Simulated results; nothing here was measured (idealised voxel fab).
Proc. module: voxel quadruple lines
Shown is cross-section cut, with a width of 270 nm and square cells of size 5 nm.
Cross-section format: a grid of square cells, given as bands from top to bottom; each band is one or more rows of cells. The band entry comprises the height of the band's top followed by the height of its bottom, expressed in nm, and subsequently the band's materials from left to right, each stated together with its width in nm. Where a single material is marked with the word "full width", that material fills the band from edge to edge. The word "air" represents empty space. Basically, 0 is our baseline, since under it the wafer straight out of the box is all one material. The bottom band has no lower end and keeps on going down, so it looks like "0 -> down". The expression "30->40" gives the width at the extremes of the band, the first number at its top row of cells and the second at its bottom row, with the width changing by equal amounts from each row to the next in between. Basically "remained unchanged" means that step didn't change any cell in the cross-section. You'll see "Enclosed empty spaces" listing empty spaces that have no way open to the top, as long as they're 8 cells or more; the notation is width x height at distance, where the distance is from the left edge, and all of it is in nm. What comes after the settings on a step's line is commentary from the simulator itself on that step. overlay nm, on a step with a mask: how far to the right of its planned place the mask lay; to the left if negative.
### Here's what the planned process steps look like
1) RECEIVE [material Si]
2) CONFORMAL_DEP [material SiO2] [thk nm 10]
3) DIRECTIONAL_DEP [material Ru] [thk nm 10]
4) DIRECTIONAL_DEP [material polySi] [thk nm 15]
5) DIRECTIONAL_DEP [material aC] [thk nm 25]
6) PATTERN [tone cover] [mask id MANDREL] [material resist] [width nm 30] [pitch nm 80] [thk nm 30] [overlay nm 0]
7) DIRECTIONAL_ETCH [etch materials aC] [depth nm 25]
8) STRIP [etch materials resist]
9) CONFORMAL_DEP [material SiO2] [thk nm 10]
10) DIRECTIONAL_ETCH [etch materials SiO2] [depth nm 10]
11) STRIP [etch materials aC]
12) DIRECTIONAL_ETCH [etch materials polySi] [depth nm 15]
13) STRIP [etch materials SiO2]
14) CONFORMAL_DEP [material SiCN] [thk nm 10]
15) DIRECTIONAL_ETCH [etch materials SiCN] [depth nm 10]
16) STRIP [etch materials polySi]
17) DIRECTIONAL_ETCH [etch materials Ru] [depth nm 10]
18) STRIP [etch materials SiCN]
### Here's what the wafer looked like in cross-section when it arrived - that's after step 1
	0 -> down = Si full width
	Enclosed empty spaces: none
### Cross-section: first of two wafers, module finished, run according to plan
	20 -> 10 = air=60, then Ru=10, then air=10, then Ru=10, then air=10, then Ru=10, then air=10, then Ru=10, then air=10, then Ru=10, then air=10, then Ru=10, then air=10, then Ru=10, then air=10, then Ru=10, then air=60
	10 -> 0 = SiO2 full width
	0 -> down = Si full width
	Enclosed empty spaces: none
### Wafer two cross-section, module end. Start and plan unchanged from wafer one; one mistake made during the run
	35 -> 20 = air=70, then polySi=10, then air=30, then polySi=10, then air=30, then polySi=10, then air=30, then polySi=10, then air=70
	20 -> 10 = air=70, then Ru=10, then air=30, then Ru=10, then air=30, then Ru=10, then air=30, then Ru=10, then air=70
	10 -> 0 = SiO2 full width
	0 -> down = Si full width
	Enclosed empty spaces: none
The mistake made against the process plan was this: it should be noted that step 16 was executed with settings other than those planned, the operation and settings actually applied being STRIP [etch materials SiCN]
Bottom line after processing is that, in cells, the second wafer is up or down on some materials versus the first: Ru: 16 fewer | polySi: 24 more
